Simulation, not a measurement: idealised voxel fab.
Presented below is a process module, voxel air gaps.
FYI the section here is cut, 180 nm wide, cells are 5 nm squares.
Throughout this document, each cross-section is represented as a grid of square cells and is presented as a sequence of bands enumerated from the top downward, where a band comprises one or more rows of cells.
Quick guide to a band line: top height, bottom height (nm) up front; then every material left to right with its width in nm. Only one material and it's marked "edge to edge"? Then it fills the band edge to edge. And "air" just means empty space.
Zero point of the height axis is 0; under it, received wafer = one material. Lowest band: continues down indefinitely, "0 down".
The two numbers in a width such as "30->40" mark its ends across the band: the first belongs to the top row of cells, the second to the bottom row, and from each row to the next the width moves by the same amount.
"no change", as given for a step, is the statement that not any cell of the cross-section underwent a change during that step.
Entry "Entrapped voids" = empty spaces >= 8 cells with no open way to the top; each as width x height at distance, distance from left edge, all nm.
Note: text after step settings on the step line = simulator remark on that step.
"overlay nm" answers the question of how far to the right of plan the mask lay on a step that has a mask, and when it is negative the answer is to the left.
Intended process steps:
1,RECEIVE | material Si
2,CONFORMAL_DEP | material SiO2 | thk nm 15
3,CONFORMAL_DEP | material SiN | thk nm 5
4,DIRECTIONAL_DEP | material SiO2 | thk nm 40
5,PATTERN | tone open | mask id LINES | material resist | width nm 15 | pitch nm 45 | thk nm 20 | overlay nm 0
6,DIRECTIONAL_ETCH | etch materials SiO2 | depth nm 40
7,STRIP | etch materials resist
8,CONFORMAL_DEP | material TiN | thk nm 5
9,FILL_DEP | material W | thk nm 5
10,CMP | height nm 60
11,EPI | material Ru | thk nm 10
12,SELECTIVE_ETCH | etch materials SiO2 | depth nm 50
13,CONFORMAL_DEP | material SiCN | thk nm 5
First of two wafers - as planned:
Step 1 complete: cross-section of the wafer as received:
* 0 down: Si edge to edge
* Entrapped voids: none
The wafer, seen in cross-section, after step 2:
* 15 to 0: SiO2 edge to edge
* Below 0, no change.
The wafer, seen in cross-section, after step 3:
* 20 to 15: SiN edge to edge
* Below 15, no change.
The wafer, seen in cross-section, after step 4:
* 60 to 20: SiO2 edge to edge
* Below 20, no change.
The wafer, seen in cross-section, after step 5:
* 80 to 60: resist=35, air=15, resist=30, air=15, resist=30, air=15, resist=40
* Below 60, no change.
The wafer, seen in cross-section, after step 6:
* 80 to 60: resist=35, air=15, resist=30, air=15, resist=30, air=15, resist=40
* 60 to 20: SiO2=35, air=15, SiO2=30, air=15, SiO2=30, air=15, SiO2=40
* Below 20, no change.
The wafer, seen in cross-section, after step 7:
* 60 to 20: SiO2=35, air=15, SiO2=30, air=15, SiO2=30, air=15, SiO2=40
* Below 20, no change.
The wafer, seen in cross-section, after step 8:
* 65 to 60: TiN=40, air=5, TiN=40, air=5, TiN=40, air=5, TiN=45
* 60 to 25: SiO2=35, TiN=5, air=5, TiN=5, SiO2=30, TiN=5, air=5, TiN=5, SiO2=30, TiN=5, air=5, TiN=5, SiO2=40
* 25 to 20: SiO2=35, TiN=15, SiO2=30, TiN=15, SiO2=30, TiN=15, SiO2=40
* Below 20, no change.
The wafer, seen in cross-section, after step 9:
* 70 to 65: W edge to edge
* 65 to 60: TiN=40, W=5, TiN=40, W=5, TiN=40, W=5, TiN=45
* 60 to 25: SiO2=35, TiN=5, W=5, TiN=5, SiO2=30, TiN=5, W=5, TiN=5, SiO2=30, TiN=5, W=5, TiN=5, SiO2=40
* Below 25, no change.
The wafer, seen in cross-section, after step 10:
* 60 to 25: SiO2=35, TiN=5, W=5, TiN=5, SiO2=30, TiN=5, W=5, TiN=5, SiO2=30, TiN=5, W=5, TiN=5, SiO2=40
* Below 25, no change.
The wafer, seen in cross-section, after step 11:
* 70 to 60: air=25, Ru=35, air=10, Ru=35, air=10, Ru=35, air=30
* Below 60, no change.
The wafer, seen in cross-section, after step 12:
* 70 to 60: air=25, Ru=35, air=10, Ru=35, air=10, Ru=35, air=30
* 60 to 25: air=35, TiN=5, W=5, TiN=5, air=30, TiN=5, W=5, TiN=5, air=30, TiN=5, W=5, TiN=5, air=40
* 25 to 20: air=35, TiN=15, air=30, TiN=15, air=30, TiN=15, air=40
* Below 20, no change.
The wafer, seen in cross-section, after step 13:
* 75 to 70: air=20, SiCN=135, air=25
* 70 to 60: air=20, SiCN=5, Ru=35, SiCN=10, Ru=35, SiCN=10, Ru=35, SiCN=5, air=25
* 60 to 55: air=20, SiCN=15, TiN=5, W=5, TiN=5, SiCN=30, TiN=5, W=5, TiN=5, SiCN=30, TiN=5, W=5, TiN=5, SiCN=15, air=25
* 55 to 25: air=30, SiCN=5, TiN=5, W=5, TiN=5, SiCN=5, air=20, SiCN=5, TiN=5, W=5, TiN=5, SiCN=5, air=20, SiCN=5, TiN=5, W=5, TiN=5, SiCN=5, air=35
* 25 to 20: SiCN=35, TiN=15, SiCN=30, TiN=15, SiCN=30, TiN=15, SiCN=40
* Below 20, no change.
* Entrapped voids: 20 x 30 at 55; 20 x 30 at 100
Wafer two of two - same starting point, same process plan, one mistake in execution; matches wafer one up to and including step 4:
Second wafer, section view, time point: scheduled end of step 5:
* 80 to 60: resist=30, air=25, resist=20, air=25, resist=20, air=25, resist=35
* Below 60, no change.
Second wafer, section view, time point: scheduled end of step 6:
* 80 to 60: resist=30, air=25, resist=20, air=25, resist=20, air=25, resist=35
* 60 to 20: SiO2=30, air=25, SiO2=20, air=25, SiO2=20, air=25, SiO2=35
* Below 20, no change.
Second wafer, section view, time point: scheduled end of step 7:
* 60 to 20: SiO2=30, air=25, SiO2=20, air=25, SiO2=20, air=25, SiO2=35
* Below 20, no change.
Second wafer, section view, time point: scheduled end of step 8:
* 65 to 60: TiN=35, air=15, TiN=30, air=15, TiN=30, air=15, TiN=40
* 60 to 25: SiO2=30, TiN=5, air=15, TiN=5, SiO2=20, TiN=5, air=15, TiN=5, SiO2=20, TiN=5, air=15, TiN=5, SiO2=35
* 25 to 20: SiO2=30, TiN=25, SiO2=20, TiN=25, SiO2=20, TiN=25, SiO2=35
* Below 20, no change.
Second wafer, section view, time point: scheduled end of step 9:
* 70 to 65: W edge to edge
* 65 to 60: TiN=35, W=15, TiN=30, W=15, TiN=30, W=15, TiN=40
* 60 to 25: SiO2=30, TiN=5, W=15, TiN=5, SiO2=20, TiN=5, W=15, TiN=5, SiO2=20, TiN=5, W=15, TiN=5, SiO2=35
* Below 25, no change.
Second wafer, section view, time point: scheduled end of step 10:
* 60 to 25: SiO2=30, TiN=5, W=15, TiN=5, SiO2=20, TiN=5, W=15, TiN=5, SiO2=20, TiN=5, W=15, TiN=5, SiO2=35
* Below 25, no change.
Second wafer, section view, time point: scheduled end of step 11:
* 70 to 60: air=20, Ru=135, air=25
* Below 60, no change.
Second wafer, section view, time point: scheduled end of step 12:
* 70 to 60: air=20, Ru=135, air=25
* 60 to 25: air=30, TiN=5, W=15, TiN=5, SiO2=20, TiN=5, W=15, TiN=5, SiO2=20, TiN=5, W=15, TiN=5, air=35
* 25 to 20: air=30, TiN=25, SiO2=20, TiN=25, SiO2=20, TiN=25, air=35
* Below 20, no change.
Second wafer, section view, time point: scheduled end of step 13:
* 75 to 70: air=15, SiCN=145, air=20
* 70 to 60: air=15, SiCN=5, Ru=135, SiCN=5, air=20
* 60 to 55: air=15, SiCN=15, TiN=5, W=15, TiN=5, SiO2=20, TiN=5, W=15, TiN=5, SiO2=20, TiN=5, W=15, TiN=5, SiCN=15, air=20
* 55 to 25: air=25, SiCN=5, TiN=5, W=15, TiN=5, SiO2=20, TiN=5, W=15, TiN=5, SiO2=20, TiN=5, W=15, TiN=5, SiCN=5, air=30
* 25 to 20: SiCN=30, TiN=25, SiO2=20, TiN=25, SiO2=20, TiN=25, SiCN=35
* Below 20, no change.
Here's what went sideways: step 5 was processed under conditions differing from the plan, specifically as PATTERN | tone open | mask id LINES | material resist | width nm 25 | pitch nm 45 | thk nm 20 | overlay nm 0
The second wafer ends with more or fewer cells of some materials than the first, per final count: Ru +12 | SiCN -56 | SiO2 +64 | TiN +6 | W +42
At process end, closed voids number 2 in the first wafer and 0 in the second wafer.
